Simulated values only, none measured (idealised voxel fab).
Presented below is a process module, voxel quadruple lines.
Cross-section cut: width 285 nm, square cells of 5 nm.
Cross-section spec: square-cell grid; bands listed top down; each band is one or more rows. Heads up on the band format: heights come first, top then bottom, in nm. After that it's the materials left to right, each with its width in nm. A single material flagged "everywhere" fills the whole band edge to edge, and "empty" means there's empty space there. All heights in this document are referenced to 0, defined as the level beneath which the wafer, as received, consists entirely of one material. The lowest band is not bounded below; it extends indefinitely downward and is written in the form "0..down". Quick explanation for "30 to 40": the width changes in equal steps down the rows of cells, from the first number in the band's top row to the second number in its bottom row. "identical to before" for a step: no cell of the cross-section changed in that step. In "Enclosed void list" the enclosed voids are listed, meaning empty spaces of 8 cells or larger without any opening to the top. The form is width x height at distance, distance from the left edge, units nm. If you see something after the settings on a step's line, that's the simulator's own remark about that step. overlay nm: on a step with a mask, how far right of its planned place the mask lay; negative means left.
# plan
1) op RECEIVE | material Si
2) op CONFORMAL_DEP | material Al2O3 | thk nm 5
3) op DIRECTIONAL_DEP | material W | thk nm 15
4) op DIRECTIONAL_DEP | material polySi | thk nm 20
5) op DIRECTIONAL_DEP | material aC | thk nm 25
6) op PATTERN | tone cover | mask id MANDREL | material resist | width nm 20 | thk nm 30 | overlay nm 0
7) op DIRECTIONAL_ETCH | etch materials aC | depth nm 25
8) op STRIP | etch materials resist
9) op CONFORMAL_DEP | material SiO2 | thk nm 10
10) op DIRECTIONAL_ETCH | etch materials SiO2 | depth nm 10
11) op STRIP | etch materials aC
12) op DIRECTIONAL_ETCH | etch materials polySi | depth nm 20
13) op STRIP | etch materials SiO2
14) op CONFORMAL_DEP | material SiN | thk nm 10
15) op DIRECTIONAL_ETCH | etch materials SiN | depth nm 10
16) op STRIP | etch materials polySi
17) op DIRECTIONAL_ETCH | etch materials W | depth nm 15
18) op STRIP | etch materials SiN
19) op FILL_DEP | material lowk | thk nm 5
20) op CMP | height nm 20
Where the wafers of this document differ is in the width nm of step 6; they start out the same, and the plan states the value that applied to the first wafer.
# Cross-section, first of several wafers, as delivered after step 1
    0..down | Si everywhere
    Enclosed void list: none
# First of several wafers: cross-section at the end of the module, after step 20, its last step
    20..5 | lowk 110, then W 10, then lowk 10, then W 20, then lowk 10, then W 10, then lowk 115
    5..0 | Al2O3 everywhere
    0..down | Si everywhere
    Enclosed void list: none
# Last wafer x-sec, end of module
    20..5 | lowk 100, then W 10, then lowk 10, then W 10, then lowk 25, then W 10, then lowk 10, then W 10, then lowk 100
    5..0 | Al2O3 everywhere
    0..down | Si everywhere
    Enclosed void list: none
# Each row below is a wafer at the end of the module, listing for every material the number of cells it has gained (+) or lost (-) since it was received, followed by its closed voids
width nm 20, +57 Al2O3, +24 W, +147 lowk, Enclosed void list: none
width nm 25, +57 Al2O3, +24 W, +147 lowk, Enclosed void list: none
width nm 30, +57 Al2O3, +24 W, +147 lowk, Enclosed void list: none
width nm 35, +57 Al2O3, +24 W, +147 lowk, Enclosed void list: none
width nm 40, +57 Al2O3, +24 W, +147 lowk, Enclosed void list: none
width nm 45, +57 Al2O3, +24 W, +147 lowk, Enclosed void list: none
